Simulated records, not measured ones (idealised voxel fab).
process module | voxel transistor to metal
cross-section cut | 205 nm wide | cells 5 nm
A cross-section is a grid of square cells, given in bands from the top down. A band is one or more rows of cells.
Each band's line starts with the height of the band's top and of its bottom, in nm. Then come its materials from left to right, each with its width in nm. One material with "throughout" fills the band from edge to edge. "air" is empty space.
Height 0 is the level under which the wafer as received is all one material. The lowest band goes on downwards, as in "0 down".
A width such as "30 to 40" changes by the same amount from each row of cells to the next, from the band's top row to its bottom row.
"no change" after a step means that no cell of the cross-section changed.
closed voids: empty space of 8 cells or more with no open way to the top, each as width x height at its distance from the left edge, in nm
after a step's settings: what the simulator itself notes on the step
overlay nm, on a step with a mask: how far to the right of its planned place the mask lay; to the left if negative
plan
1 op RECEIVE | material Si
2 op CONFORMAL_DEP | material SiO2 | thk nm 5
3 op CONFORMAL_DEP | material SiN | thk nm 15
4 op MASKED_ETCH | tone cover | mask id ACTIVE | width nm 85 | etch materials SiN | depth nm 15 | overlay nm 0
5 op MASKED_ETCH | tone cover | mask id ACTIVE | width nm 95 | etch materials SiO2 | depth nm 5 | overlay nm 0
6 op MASKED_ETCH | tone cover | mask id ACTIVE | width nm 95 | etch materials Si | depth nm 25 | overlay nm 0
7 op FILL_DEP | material SiO2 | thk nm 15
8 op CMP | height nm 20
9 op SELECTIVE_ETCH | etch materials SiO2 | depth nm 10
10 op STRIP | etch materials SiN
11 op SELECTIVE_ETCH | etch materials SiO2 | depth nm 5
12 op OXIDIZE | depth nm 5
13 op DIRECTIONAL_DEP | material polySi | thk nm 25
14 op DIRECTIONAL_DEP | material SiCN | thk nm 15
15 op PATTERN | tone cover | mask id GATE | material resist | width nm 25 | thk nm 15 | overlay nm 0
16 op DIRECTIONAL_ETCH | etch materials SiCN | depth nm 25
17 op DIRECTIONAL_ETCH | etch materials polySi | depth nm 35
18 op STRIP | etch materials resist
19 op CONFORMAL_DEP | material SiN | thk nm 10
20 op DIRECTIONAL_ETCH | etch materials SiN | depth nm 10
21 op DIRECTIONAL_ETCH | etch materials SiO2 | depth nm 5
22 op EPI | material SiGe | thk nm 5
23 op FILL_DEP | material SiO2 | thk nm 10
24 op CMP | height nm 40
25 op DIRECTIONAL_DEP | material SiO2 | thk nm 10
26 op PATTERN | tone open | mask id CONTACT | material resist | width nm 25 | pitch nm 60 | thk nm 15 | overlay nm 0
27 op DIRECTIONAL_ETCH | etch materials SiO2 | depth nm 50
28 op STRIP | etch materials resist
29 op CONFORMAL_DEP | material TiN | thk nm 5
30 op FILL_DEP | material Ru | thk nm 10
31 op CMP | height nm 50
32 op CONFORMAL_DEP | material SiN | thk nm 5
33 op DIRECTIONAL_DEP | material SiO2 | thk nm 15
34 op MASKED_ETCH | tone open | mask id METAL_1 | width nm 15 | pitch nm 70 | etch materials SiO2 | depth nm 15 | overlay nm 0
35 op MASKED_ETCH | tone open | mask id METAL_1 | width nm 15 | pitch nm 70 | etch materials SiN | depth nm 5 | overlay nm 0
36 op CONFORMAL_DEP | material TiN | thk nm 5
37 op FILL_DEP | material W | thk nm 5
38 op CMP | height nm 70
39 op CONFORMAL_DEP | material SiCN | thk nm 5
varied across the wafers: width nm of step 4. The plan shows the first wafer's value. All wafers start alike
first wafer as received, after step 1
  0 down: Si throughout
  closed voids: none
first wafer at the end, after step 39
  75 to 70: SiCN throughout
  70 to 55: SiO2 60 | TiN 5 | W 5 | TiN 5 | SiO2 55 | TiN 5 | W 5 | TiN 5 | SiO2 60
  55 to 50: SiN 60 | TiN 15 | SiN 55 | TiN 15 | SiN 60
  50 to 40: SiO2 60 | TiN 5 | Ru 15 to 10 | TiN 5 to 10 | SiO2 35 | TiN 5 to 10 | Ru 15 to 10 | TiN 5 | SiO2 60
  40 to 25: SiO2 60 | TiN 5 | Ru 10 | TiN 5 | SiN 10 | SiCN 25 | SiN 10 | TiN 5 | Ru 10 | TiN 5 | SiO2 60
  25 to 10: SiO2 60 | TiN 5 | Ru 10 | TiN 5 | SiN 10 | polySi 25 | SiN 10 | TiN 5 | Ru 10 | TiN 5 | SiO2 60
  10 to 5: SiO2 60 | TiN 10 | Ru 5 | TiN 5 | SiN 10 | polySi 25 | SiN 10 | TiN 5 | Ru 5 | TiN 10 | SiO2 60
  5 to 0: SiO2 55 | SiN 10 | TiN 15 | SiN 10 | polySi 25 | SiN 10 | TiN 15 | SiN 10 | SiO2 55
  0 to -5: SiO2 65 | SiGe 15 | SiO2 45 | SiGe 15 | SiO2 65
  -5 to -25: SiO2 55 | Si 95 | SiO2 55
  -25 down: Si throughout
  closed voids: none
last wafer at the end
  75 to 70: SiCN throughout
  70 to 55: SiO2 60 | TiN 5 | W 5 | TiN 5 | SiO2 55 | TiN 5 | W 5 | TiN 5 | SiO2 60
  55 to 50: SiN 60 | TiN 15 | SiN 55 | TiN 15 | SiN 60
  50 to 40: SiO2 60 | TiN 5 | Ru 15 to 10 | TiN 5 to 10 | SiO2 35 | TiN 5 to 10 | Ru 15 to 10 | TiN 5 | SiO2 60
  40 to 25: SiO2 60 | TiN 5 | Ru 10 | TiN 5 | SiN 10 | SiCN 25 | SiN 10 | TiN 5 | Ru 10 | TiN 5 | SiO2 60
  25 to 5: SiO2 60 | TiN 5 | Ru 10 | TiN 5 | SiN 10 | polySi 25 | SiN 10 | TiN 5 | Ru 10 | TiN 5 | SiO2 60
  5 to 0: SiO2 45 | SiN 10 | SiO2 5 | TiN 20 | SiN 10 | polySi 25 | SiN 10 | TiN 20 | SiO2 10 | SiN 10 | SiO2 40
  0 to -5: SiO2 55 | SiGe 25 | SiO2 45 | SiGe 30 | SiO2 50
  -5 to -25: SiO2 50 | Si 110 | SiO2 45
  -25 down: Si throughout
  closed voids: none
each wafer at the end: cells of each material gained (+) or lost (-) since it was received, then its closed voids
width nm 85 | +36 Ru | -129 Si | +56 SiCN | +6 SiGe | +71 SiN | +480 SiO2 | +64 TiN | +6 W | +25 polySi | closed voids: none
width nm 90 | +37 Ru | -129 Si | +56 SiCN | +7 SiGe | +71 SiN | +478 SiO2 | +64 TiN | +6 W | +25 polySi | closed voids: none
width nm 95 | +38 Ru | -129 Si | +56 SiCN | +8 SiGe | +71 SiN | +476 SiO2 | +64 TiN | +6 W | +25 polySi | closed voids: none
width nm 100 | +38 Ru | -125 Si | +56 SiCN | +9 SiGe | +71 SiN | +471 SiO2 | +64 TiN | +6 W | +25 polySi | closed voids: none
width nm 105 | +38 Ru | -121 Si | +56 SiCN | +10 SiGe | +71 SiN | +466 SiO2 | +64 TiN | +6 W | +25 polySi | closed voids: none
width nm 110 | +38 Ru | -117 Si | +56 SiCN | +11 SiGe | +71 SiN | +461 SiO2 | +64 TiN | +6 W | +25 polySi | closed voids: none
